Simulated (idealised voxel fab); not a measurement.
A process module follows: voxel transistor to metal.
Section shown: cut. Width: 170 nm. Cell size: 5 nm, square.
A cross-section is a grid of square cells, given in bands from the top down. A band is one or more rows of cells.
What a band's entry tells you: where the top is and where the bottom is, as heights in nm, and after that what lies inside, material by material from left to right, each with its width in nm. Empty space is written as the word "empty", and a single material marked with the word "throughout" occupies the band from edge to edge.
Measure heights from 0. That's the level where, below it, the as-received wafer is all one material. The lowest band is bottomless and extends downward; write it as in "0..down".
With a width like "30->40", each row of cells in the band differs from the next by the same amount, the top row carrying the first number and the bottom row the second.
"nothing was modified" -> step changed no cross-section cell.
The entry titled "Closed void register" provides the empty spaces that have no open way to the top, restricted to those of 8 cells or more. Each is presented as width x height at distance, the distance being measured from the left edge, with all three in nm.
The remark found on a step's line after its settings is issued by the simulator itself and pertains to that step.
The optional step-line setting "overlay nm" applies to steps with a mask and quantifies how far to the right of its planned location the mask lay, a negative value indicating leftward placement.
Process steps foreseen in the plan
1) RECEIVE, material Si
2) OXIDIZE, depth nm 5
3) CONFORMAL_DEP, material SiN, thk nm 15
4) DIRECTIONAL_DEP, material aC, thk nm 15
5) PATTERN, tone cover, mask id ACTIVE, material resist, width nm 115, thk nm 30, overlay nm 0
6) DIRECTIONAL_ETCH, etch materials aC, depth nm 15
7) STRIP, etch materials resist
8) DIRECTIONAL_ETCH, etch materials SiN, depth nm 15
9) DIRECTIONAL_ETCH, etch materials SiO2, depth nm 5
10) DIRECTIONAL_ETCH, etch materials Si, depth nm 30
11) STRIP, etch materials aC
12) OXIDIZE, depth nm 5
13) FILL_DEP, material SiO2, thk nm 5
14) CMP, height nm 15
15) SELECTIVE_ETCH, etch materials SiO2, depth nm 10
16) STRIP, etch materials SiN
17) SELECTIVE_ETCH, etch materials SiO2, depth nm 5
18) OXIDIZE, depth nm 5
19) DIRECTIONAL_DEP, material polySi, thk nm 30
20) DIRECTIONAL_DEP, material SiCN, thk nm 10
21) DIRECTIONAL_DEP, material aC, thk nm 10
22) PATTERN, tone cover, mask id GATE, material resist, width nm 25, thk nm 30, overlay nm 0
23) DIRECTIONAL_ETCH, etch materials aC, depth nm 10
24) STRIP, etch materials resist
25) DIRECTIONAL_ETCH, etch materials SiCN, depth nm 20
26) DIRECTIONAL_ETCH, etch materials polySi, depth nm 40
27) STRIP, etch materials aC
28) CONFORMAL_DEP, material SiO2, thk nm 5
29) DIRECTIONAL_ETCH, etch materials SiO2, depth nm 5
30) CONFORMAL_DEP, material SiN, thk nm 5
31) DIRECTIONAL_ETCH, etch materials SiN, depth nm 5
32) DIRECTIONAL_ETCH, etch materials SiO2, depth nm 5
33) EPI, material nSi, thk nm 5
34) FILL_DEP, material SiO2, thk nm 5
35) CMP, height nm 35
36) DIRECTIONAL_DEP, material SiO2, thk nm 10
37) DIRECTIONAL_DEP, material aC, thk nm 10
38) PATTERN, tone open, mask id CONTACT, material resist, width nm 30, pitch nm 65, thk nm 30, overlay nm 0
39) DIRECTIONAL_ETCH, etch materials aC, depth nm 10
40) STRIP, etch materials resist
41) DIRECTIONAL_ETCH, etch materials SiO2, depth nm 50
42) STRIP, etch materials aC
43) CONFORMAL_DEP, material TiN, thk nm 5
44) FILL_DEP, material Ru, thk nm 10
45) CMP, height nm 45
46) DIRECTIONAL_DEP, material TiN, thk nm 5
47) DIRECTIONAL_DEP, material Ru, thk nm 20
48) MASKED_ETCH, tone cover, mask id METAL_1, width nm 15, pitch nm 80, etch materials Ru, depth nm 20, overlay nm 0
49) MASKED_ETCH, tone cover, mask id METAL_1, width nm 15, pitch nm 80, etch materials TiN, depth nm 5, overlay nm 0
50) FILL_DEP, material SiO2, thk nm 10
51) CMP, height nm 70
52) CONFORMAL_DEP, material SiCN, thk nm 5
53) DIRECTIONAL_DEP, material SiO2, thk nm 30
54) MASKED_ETCH, tone open, mask id METAL_2, width nm 15, pitch nm 80, etch materials SiO2, depth nm 15, overlay nm 0
55) DIRECTIONAL_DEP, material aC, thk nm 10
56) PATTERN, tone open, mask id METAL_2_HOLES, material resist, width nm 15, pitch nm 80, thk nm 25, overlay nm 0
57) DIRECTIONAL_ETCH, etch materials aC, depth nm 10
58) STRIP, etch materials resist
59) DIRECTIONAL_ETCH, etch materials SiO2, depth nm 15
60) DIRECTIONAL_ETCH, etch materials SiCN, depth nm 5
61) STRIP, etch materials aC
62) CONFORMAL_DEP, material TiN, thk nm 5
63) FILL_DEP, material Cu, thk nm 10
64) CMP, height nm 105
65) CONFORMAL_DEP, material SiN, thk nm 5
Incoming wafer, cross-sectional view, post step 1
	0..down: Si throughout
	Closed void register: none
Run as planned - first of the two wafers cross-sectioned at the end of the module
	110..105: SiN throughout
	105..75: SiO2 35 nm, then TiN 5 nm, then Cu 5 nm, then TiN 5 nm, then SiO2 65 nm, then TiN 5 nm, then Cu 5 nm, then TiN 5 nm, then SiO2 40 nm
	75..70: SiCN 35 nm, then TiN 15 nm, then SiCN 65 nm, then TiN 15 nm, then SiCN 40 nm
	70..50: SiO2 35 nm, then Ru 15 nm, then SiO2 65 nm, then Ru 15 nm, then SiO2 40 nm
	50..45: SiO2 35 nm, then TiN 15 nm, then SiO2 65 nm, then TiN 15 nm, then SiO2 40 nm
	45..35: SiO2 35 nm, then TiN 5 nm, then Ru 20->15 nm, then TiN 5->10 nm, then SiO2 35 nm, then TiN 5->10 nm, then Ru 20->15 nm, then TiN 5 nm, then SiO2 40 nm
	35..25: SiO2 35 nm, then TiN 5 nm, then Ru 15 nm, then TiN 5 nm, then SiN 5 nm, then SiO2 5 nm, then SiCN 25 nm, then SiO2 5 nm, then SiN 5 nm, then TiN 5 nm, then Ru 15 nm, then TiN 5 nm, then SiO2 40 nm
	25..0: SiO2 35 nm, then TiN 5 nm, then Ru 15 nm, then TiN 5 nm, then SiN 5 nm, then SiO2 5 nm, then polySi 25 nm, then SiO2 5 nm, then SiN 5 nm, then TiN 5 nm, then Ru 15 nm, then TiN 5 nm, then SiO2 40 nm
	0..-5: SiO2 25 nm, then SiN 5 nm, then SiO2 5 nm, then TiN 25 nm, then SiN 5 nm, then SiO2 5 nm, then polySi 25 nm, then SiO2 5 nm, then SiN 5 nm, then TiN 25 nm, then SiO2 5 nm, then SiN 5 nm, then SiO2 30 nm
	-5..-10: SiO2 30 nm, then nSi 30 nm, then SiO2 45 nm, then nSi 30 nm, then SiO2 35 nm
	-10..-40: SiO2 30 nm, then Si 105 nm, then SiO2 35 nm
	-40..down: Si throughout
	Closed void register: none
Second wafer at the end: like start, like plan, one mistake
	110..105: SiN throughout
	105..75: SiO2 35 nm, then TiN 5 nm, then Cu 5 nm, then TiN 5 nm, then SiO2 65 nm, then TiN 5 nm, then Cu 5 nm, then TiN 5 nm, then SiO2 40 nm
	75..70: SiCN 35 nm, then TiN 15 nm, then SiCN 65 nm, then TiN 15 nm, then SiCN 40 nm
	70..65: SiO2 throughout
	65..50: SiO2 35 nm, then Ru 15 nm, then SiO2 65 nm, then Ru 15 nm, then SiO2 40 nm
	50..45: SiO2 35 nm, then TiN 15 nm, then SiO2 65 nm, then TiN 15 nm, then SiO2 40 nm
	45..35: SiO2 35 nm, then TiN 5 nm, then Ru 20->15 nm, then TiN 5->10 nm, then SiO2 35 nm, then TiN 5->10 nm, then Ru 20->15 nm, then TiN 5 nm, then SiO2 40 nm
	35..25: SiO2 35 nm, then TiN 5 nm, then Ru 15 nm, then TiN 5 nm, then SiN 5 nm, then SiO2 5 nm, then SiCN 25 nm, then SiO2 5 nm, then SiN 5 nm, then TiN 5 nm, then Ru 15 nm, then TiN 5 nm, then SiO2 40 nm
	25..0: SiO2 35 nm, then TiN 5 nm, then Ru 15 nm, then TiN 5 nm, then SiN 5 nm, then SiO2 5 nm, then polySi 25 nm, then SiO2 5 nm, then SiN 5 nm, then TiN 5 nm, then Ru 15 nm, then TiN 5 nm, then SiO2 40 nm
	0..-5: SiO2 25 nm, then SiN 5 nm, then SiO2 5 nm, then TiN 25 nm, then SiN 5 nm, then SiO2 5 nm, then polySi 25 nm, then SiO2 5 nm, then SiN 5 nm, then TiN 25 nm, then SiO2 5 nm, then SiN 5 nm, then SiO2 30 nm
	-5..-10: SiO2 30 nm, then nSi 30 nm, then SiO2 45 nm, then nSi 30 nm, then SiO2 35 nm
	-10..-40: SiO2 30 nm, then Si 105 nm, then SiO2 35 nm
	-40..down: Si throughout
	Closed void register: none
Want to know what went wrong? heads up, step 47 didn't go per plan, it actually ran as DIRECTIONAL_DEP, material Ru, thk nm 15
Wafer comparison, final, in cells, second relative to first, materials more or fewer: -6 Ru | +6 SiO2
